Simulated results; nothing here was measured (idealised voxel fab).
The following is a process module called voxel capacitor over wiring.
This is section cut - it's 245 nm across, gridded in 5 nm square cells.
In this document a cross-section is written as a grid of square cells. It is given as a series of bands, listed from the top down, and a band is one or more rows of cells. Within each band entry, the heights of the top and of the bottom of the band appear first, in that order and in nm; the materials of the band then follow from left to right, each with its corresponding width in nm. The designation "full width" on a single material indicates that it fills the band from edge to edge; the designation "air" indicates empty space. Zero point of the height axis is 0; under it, received wafer = one material. Lowest band: continues down indefinitely, "0..down". Width: "30 to 40" (first number = top row, second number = bottom row, same change from row to row of cells). Basically "left unchanged" means that step didn't change any cell in the cross-section. "Closed-off voids": empty spaces of 8 cells or more with no open way to the top, each given as width x height at distance, distance from the left edge, all in nm. Text after the settings on a step's line: the simulator's own remark on that step. overlay nm: where the mask lay relative to plan, measured to the right, on steps with a mask; negatives go left.
### Listed below are the process steps as planned
1: op RECEIVE | material Si
2: op CONFORMAL_DEP | material SiO2 | thk nm 10
3: op CONFORMAL_DEP | material SiN | thk nm 5
4: op DIRECTIONAL_DEP | material SiO2 | thk nm 15
5: op PATTERN | tone open | mask id METAL_1 | material resist | width nm 30 | pitch nm 95 | thk nm 20 | overlay nm 0
6: op DIRECTIONAL_ETCH | etch materials SiO2 | depth nm 15
7: op DIRECTIONAL_ETCH | etch materials SiN | depth nm 5
8: op STRIP | etch materials resist
9: op CONFORMAL_DEP | material TiN | thk nm 5
10: op FILL_DEP | material W | thk nm 5
11: op CMP | height nm 30
12: op EPI | material Ru | thk nm 5
13: op FILL_DEP | material SiCN | thk nm 5
14: op DIRECTIONAL_DEP | material lowk | thk nm 20
15: op DIRECTIONAL_DEP | material aC | thk nm 10
16: op PATTERN | tone open | mask id PLUG_1 | material resist | width nm 15 | thk nm 30 | overlay nm 0
17: op DIRECTIONAL_ETCH | etch materials aC | depth nm 10
18: op STRIP | etch materials resist
19: op DIRECTIONAL_ETCH | etch materials lowk | depth nm 20
20: op DIRECTIONAL_ETCH | etch materials SiCN | depth nm 5
21: op STRIP | etch materials aC
22: op EPI | material Ru | thk nm 10
23: op EPI | material Ru | thk nm 10
24: op EPI | material Ru | thk nm 5
25: op DIRECTIONAL_DEP | material TiN | thk nm 5
26: op DIRECTIONAL_DEP | material Al2O3 | thk nm 5
27: op DIRECTIONAL_DEP | material TiN | thk nm 5
28: op PATTERN | tone cover | mask id UPPER_PLATE | material resist | width nm 70 | thk nm 20 | overlay nm 0
29: op DIRECTIONAL_ETCH | etch materials TiN | depth nm 5
30: op DIRECTIONAL_ETCH | etch materials Al2O3 | depth nm 5
31: op STRIP | etch materials resist
32: op DIRECTIONAL_DEP | material aC | thk nm 10
33: op PATTERN | tone cover | mask id LOWER_PLATE | material resist | width nm 80 | thk nm 30 | overlay nm 0
34: op DIRECTIONAL_ETCH | etch materials aC | depth nm 10
35: op STRIP | etch materials resist
36: op DIRECTIONAL_ETCH | etch materials TiN | depth nm 5
37: op STRIP | etch materials aC
38: op FILL_DEP | material SiO2 | thk nm 15
39: op CMP | height nm 85
40: op PATTERN | tone open | mask id PLUG_2 | material resist | width nm 15 | thk nm 15 | overlay nm 0
41: op DIRECTIONAL_ETCH | etch materials SiO2 | depth nm 10
42: op STRIP | etch materials resist
43: op CONFORMAL_DEP | material TiN | thk nm 5
44: op FILL_DEP | material Cu | thk nm 5
45: op CMP | height nm 85
46: op CONFORMAL_DEP | material SiCN | thk nm 5
### The first wafer of two, processed as planned
### Cross-section: wafer on arrival = after step 1
> 0..down: Si full width
> Closed-off voids: none
### Upon completion of step 2, the wafer appears in cross-section as shown
> 10..0: SiO2 full width
> Under the height 0 nothing was changed.
### Upon completion of step 3, the wafer appears in cross-section as shown
> 15..10: SiN full width
> Under the height 10 nothing was changed.
### Upon completion of step 4, the wafer appears in cross-section as shown
> 30..15: SiO2 full width
> Under the height 15 nothing was changed.
### Upon completion of step 5, the wafer appears in cross-section as shown
> 50..30: 60 resist, 30 air, 65 resist, 30 air, 60 resist
> Under the height 30 nothing was changed.
### Upon completion of step 6, the wafer appears in cross-section as shown
> 50..30: 60 resist, 30 air, 65 resist, 30 air, 60 resist
> 30..15: 60 SiO2, 30 air, 65 SiO2, 30 air, 60 SiO2
> Under the height 15 nothing was changed.
### Upon completion of step 7, the wafer appears in cross-section as shown
> 50..30: 60 resist, 30 air, 65 resist, 30 air, 60 resist
> 30..15: 60 SiO2, 30 air, 65 SiO2, 30 air, 60 SiO2
> 15..10: 60 SiN, 30 air, 65 SiN, 30 air, 60 SiN
> Under the height 10 nothing was changed.
### Upon completion of step 8, the wafer appears in cross-section as shown
> 30..15: 60 SiO2, 30 air, 65 SiO2, 30 air, 60 SiO2
> Under the height 15 nothing was changed.
### Upon completion of step 9, the wafer appears in cross-section as shown
> 35..30: 65 TiN, 20 air, 75 TiN, 20 air, 65 TiN
> 30..15: 60 SiO2, 5 TiN, 20 air, 5 TiN, 65 SiO2, 5 TiN, 20 air, 5 TiN, 60 SiO2
> 15..10: 60 SiN, 30 TiN, 65 SiN, 30 TiN, 60 SiN
> Under the height 10 nothing was changed.
### Upon completion of step 10, the wafer appears in cross-section as shown
> 40..35: W full width
> 35..30: 65 TiN, 20 W, 75 TiN, 20 W, 65 TiN
> 30..15: 60 SiO2, 5 TiN, 20 W, 5 TiN, 65 SiO2, 5 TiN, 20 W, 5 TiN, 60 SiO2
> Under the height 15 nothing was changed.
### Upon completion of step 11, the wafer appears in cross-section as shown
> 30..15: 60 SiO2, 5 TiN, 20 W, 5 TiN, 65 SiO2, 5 TiN, 20 W, 5 TiN, 60 SiO2
> Under the height 15 nothing was changed.
### Upon completion of step 12, the wafer appears in cross-section as shown
> 35..30: 55 air, 40 Ru, 55 air, 40 Ru, 55 air
> Under the height 30 nothing was changed.
### Upon completion of step 13, the wafer appears in cross-section as shown
> 40..35: SiCN full width
> 35..30: 55 SiCN, 40 Ru, 55 SiCN, 40 Ru, 55 SiCN
> Under the height 30 nothing was changed.
### Upon completion of step 14, the wafer appears in cross-section as shown
> 60..40: lowk full width
> Under the height 40 nothing was changed.
### Upon completion of step 15, the wafer appears in cross-section as shown
> 70..60: aC full width
> Under the height 60 nothing was changed.
### Upon completion of step 16, the wafer appears in cross-section as shown
> 100..70: 75 resist, 15 air, 155 resist
> Under the height 70 nothing was changed.
### Upon completion of step 17, the wafer appears in cross-section as shown
> 90..70: 75 resist, 15 air, 155 resist
> 70..60: 75 aC, 15 air, 155 aC
> Under the height 60 nothing was changed.
### Upon completion of step 18, the wafer appears in cross-section as shown
> 70..60: 75 aC, 15 air, 155 aC
> Under the height 60 nothing was changed.
### Upon completion of step 19, the wafer appears in cross-section as shown
> 70..60: 75 aC, 15 air, 155 aC
> 60..40: 75 lowk, 15 air, 155 lowk
> Under the height 40 nothing was changed.
### Upon completion of step 20, the wafer appears in cross-section as shown
> 70..60: 75 aC, 15 air, 155 aC
> 60..40: 75 lowk, 15 air, 155 lowk
> 40..35: 75 SiCN, 15 air, 155 SiCN
> Under the height 35 nothing was changed.
### Upon completion of step 21, the wafer appears in cross-section as shown
> 60..40: 75 lowk, 15 air, 155 lowk
> Under the height 40 nothing was changed.
### Upon completion of step 22, the wafer appears in cross-section as shown
> 60..45: 75 lowk, 15 air, 155 lowk
> 45..40: 75 lowk, 15 Ru, 155 lowk
> 40..35: 75 SiCN, 15 Ru, 155 SiCN
> Under the height 35 nothing was changed.
### Upon completion of step 23, the wafer appears in cross-section as shown
> 60..55: 75 lowk, 15 air, 155 lowk
> 55..40: 75 lowk, 15 Ru, 155 lowk
> Under the height 40 nothing was changed.
### Upon completion of step 24, the wafer appears in cross-section as shown
> 60..40: 75 lowk, 15 Ru, 155 lowk
> Under the height 40 nothing was changed.
### Upon completion of step 25, the wafer appears in cross-section as shown
> 65..60: TiN full width
> Under the height 60 nothing was changed.
### Upon completion of step 26, the wafer appears in cross-section as shown
> 70..65: Al2O3 full width
> Under the height 65 nothing was changed.
### Upon completion of step 27, the wafer appears in cross-section as shown
> 75..70: TiN full width
> Under the height 70 nothing was changed.
### Upon completion of step 28, the wafer appears in cross-section as shown
> 95..75: 75 air, 70 resist, 100 air
> Under the height 75 nothing was changed.
### Upon completion of step 29, the wafer appears in cross-section as shown
> 95..75: 75 air, 70 resist, 100 air
> 75..70: 75 air, 70 TiN, 100 air
> Under the height 70 nothing was changed.
### Upon completion of step 30, the wafer appears in cross-section as shown
> 95..75: 75 air, 70 resist, 100 air
> 75..70: 75 air, 70 TiN, 100 air
> 70..65: 75 air, 70 Al2O3, 100 air
> Under the height 65 nothing was changed.
### Upon completion of step 31, the wafer appears in cross-section as shown
> 75..70: 75 air, 70 TiN, 100 air
> Under the height 70 nothing was changed.
### Upon completion of step 32, the wafer appears in cross-section as shown
> 85..75: 75 air, 70 aC, 100 air
> 75..70: 75 aC, 70 TiN, 100 aC
> 70..65: 75 aC, 70 Al2O3, 100 aC
> Under the height 65 nothing was changed.
### Upon completion of step 33, the wafer appears in cross-section as shown
> 115..85: 70 air, 80 resist, 95 air
> 85..75: 70 air, 5 resist, 70 aC, 5 resist, 95 air
> Under the height 75 nothing was changed.
### Upon completion of step 34, the wafer appears in cross-section as shown
> 105..85: 70 air, 80 resist, 95 air
> 85..75: 70 air, 5 resist, 70 aC, 5 resist, 95 air
> 75..70: 70 air, 5 aC, 70 TiN, 5 aC, 95 air
> 70..65: 70 air, 5 aC, 70 Al2O3, 5 aC, 95 air
> Under the height 65 nothing was changed.
### Upon completion of step 35, the wafer appears in cross-section as shown
> 85..75: 75 air, 70 aC, 100 air
> Under the height 75 nothing was changed.
### Upon completion of step 36, the wafer appears in cross-section as shown
> 85..75: 75 air, 70 aC, 100 air
> 75..70: 70 air, 5 aC, 70 TiN, 5 aC, 95 air
> 70..65: 70 air, 5 aC, 70 Al2O3, 5 aC, 95 air
> 65..60: 70 air, 80 TiN, 95 air
> Under the height 60 nothing was changed.
### Upon completion of step 37, the wafer appears in cross-section as shown
> 75..70: 75 air, 70 TiN, 100 air
> 70..65: 75 air, 70 Al2O3, 100 air
> Under the height 65 nothing was changed.
### Upon completion of step 38, the wafer appears in cross-section as shown
> 90..75: SiO2 full width
> 75..70: 75 SiO2, 70 TiN, 100 SiO2
> 70..65: 75 SiO2, 70 Al2O3, 100 SiO2
> 65..60: 70 SiO2, 80 TiN, 95 SiO2
> Under the height 60 nothing was changed.
### Upon completion of step 39, the wafer appears in cross-section as shown
> 85..75: SiO2 full width
> Under the height 75 nothing was changed.
### Upon completion of step 40, the wafer appears in cross-section as shown
> 100..85: 85 resist, 15 air, 145 resist
> Under the height 85 nothing was changed.
### Upon completion of step 41, the wafer appears in cross-section as shown
> 100..85: 85 resist, 15 air, 145 resist
> 85..75: 85 SiO2, 15 air, 145 SiO2
> Under the height 75 nothing was changed.
### Upon completion of step 42, the wafer appears in cross-section as shown
> 85..75: 85 SiO2, 15 air, 145 SiO2
> Under the height 75 nothing was changed.
### Upon completion of step 43, the wafer appears in cross-section as shown
> 90..85: 90 TiN, 5 air, 150 TiN
> 85..80: 85 SiO2, 5 TiN, 5 air, 5 TiN, 145 SiO2
> 80..70: 85 to 75 SiO2, 15 to 70 TiN, 145 to 100 SiO2
> Under the height 70 nothing was changed.
### Upon completion of step 44, the wafer appears in cross-section as shown
> 95..90: Cu full width
> 90..85: 90 TiN, 5 Cu, 150 TiN
> 85..80: 85 SiO2, 5 TiN, 5 Cu, 5 TiN, 145 SiO2
> Under the height 80 nothing was changed.
### Upon completion of step 45, the wafer appears in cross-section as shown
> 85..80: 85 SiO2, 5 TiN, 5 Cu, 5 TiN, 145 SiO2
> Under the height 80 nothing was changed.
### Upon completion of step 46, the wafer appears in cross-section as shown
> 90..85: SiCN full width
> Under the height 85 nothing was changed.
### Second wafer. Start and plan as for the first. One mistake made in running. Agrees with the first up to and including step 24
### Second wafer shown in cross-section at the time step 25 was slated to end
> 65..60: Al2O3 full width
> Under the height 60 nothing was changed.
### Second wafer shown in cross-section at the time step 26 was slated to end
> 70..65: TiN full width
> Under the height 65 nothing was changed.
### Second wafer shown in cross-section at the time step 27 was slated to end
> 75..65: TiN full width
> Under the height 65 nothing was changed.
### Second wafer shown in cross-section at the time step 28 was slated to end
> 95..75: 75 air, 70 resist, 100 air
> Under the height 75 nothing was changed.
### Second wafer shown in cross-section at the time step 29 was slated to end
> 95..75: 75 air, 70 resist, 100 air
> 75..70: 75 air, 70 TiN, 100 air
> Under the height 70 nothing was changed.
Second wafer shown in cross-section at the time step 30 was slated to end: left unchanged
### Second wafer shown in cross-section at the time step 31 was slated to end
> 75..70: 75 air, 70 TiN, 100 air
> Under the height 70 nothing was changed.
### Second wafer shown in cross-section at the time step 32 was slated to end
> 85..80: 75 air, 70 aC, 100 air
> 80..75: aC full width
> 75..70: 75 aC, 70 TiN, 100 aC
> Under the height 70 nothing was changed.
### Second wafer shown in cross-section at the time step 33 was slated to end
> 115..85: 70 air, 80 resist, 95 air
> 85..80: 70 air, 5 resist, 70 aC, 5 resist, 95 air
> Under the height 80 nothing was changed.
### Second wafer shown in cross-section at the time step 34 was slated to end
> 105..85: 70 air, 80 resist, 95 air
> 85..80: 70 air, 5 resist, 70 aC, 5 resist, 95 air
> 80..75: 70 air, 80 aC, 95 air
> 75..70: 70 air, 5 aC, 70 TiN, 5 aC, 95 air
> Under the height 70 nothing was changed.
### Second wafer shown in cross-section at the time step 35 was slated to end
> 85..75: 75 to 70 air, 70 to 80 aC, 100 to 95 air
> Under the height 75 nothing was changed.
### Second wafer shown in cross-section at the time step 36 was slated to end
> 85..75: 75 to 70 air, 70 to 80 aC, 100 to 95 air
> 75..70: 70 air, 5 aC, 70 TiN, 5 aC, 95 air
> 70..65: 70 air, 80 TiN, 95 air
> Under the height 65 nothing was changed.
### Second wafer shown in cross-section at the time step 37 was slated to end
> 75..65: 75 to 70 air, 70 to 80 TiN, 100 to 95 air
> Under the height 65 nothing was changed.
### Second wafer shown in cross-section at the time step 38 was slated to end
> 90..75: SiO2 full width
> 75..65: 75 to 70 SiO2, 70 to 80 TiN, 100 to 95 SiO2
> Under the height 65 nothing was changed.
### Second wafer shown in cross-section at the time step 39 was slated to end
> 85..75: SiO2 full width
> Under the height 75 nothing was changed.
### Second wafer shown in cross-section at the time step 40 was slated to end
> 100..85: 85 resist, 15 air, 145 resist
> Under the height 85 nothing was changed.
### Second wafer shown in cross-section at the time step 41 was slated to end
> 100..85: 85 resist, 15 air, 145 resist
> 85..75: 85 SiO2, 15 air, 145 SiO2
> Under the height 75 nothing was changed.
### Second wafer shown in cross-section at the time step 42 was slated to end
> 85..75: 85 SiO2, 15 air, 145 SiO2
> Under the height 75 nothing was changed.
### Second wafer shown in cross-section at the time step 43 was slated to end
> 90..85: 90 TiN, 5 air, 150 TiN
> 85..80: 85 SiO2, 5 TiN, 5 air, 5 TiN, 145 SiO2
> 80..70: 85 to 75 SiO2, 15 to 70 TiN, 145 to 100 SiO2
> Under the height 70 nothing was changed.
### Second wafer shown in cross-section at the time step 44 was slated to end
> 95..90: Cu full width
> 90..85: 90 TiN, 5 Cu, 150 TiN
> 85..80: 85 SiO2, 5 TiN, 5 Cu, 5 TiN, 145 SiO2
> Under the height 80 nothing was changed.
### Second wafer shown in cross-section at the time step 45 was slated to end
> 85..80: 85 SiO2, 5 TiN, 5 Cu, 5 TiN, 145 SiO2
> Under the height 80 nothing was changed.
### Second wafer shown in cross-section at the time step 46 was slated to end
> 90..85: SiCN full width
> Under the height 85 nothing was changed.
What broke from the plan during processing? it was found that steps 25 and 26 of the process plan had been performed in exchanged positions
Final wafer comparison in cells, second versus first, more or fewer per material: Al2O3: 35 more; SiO2: 35 fewer
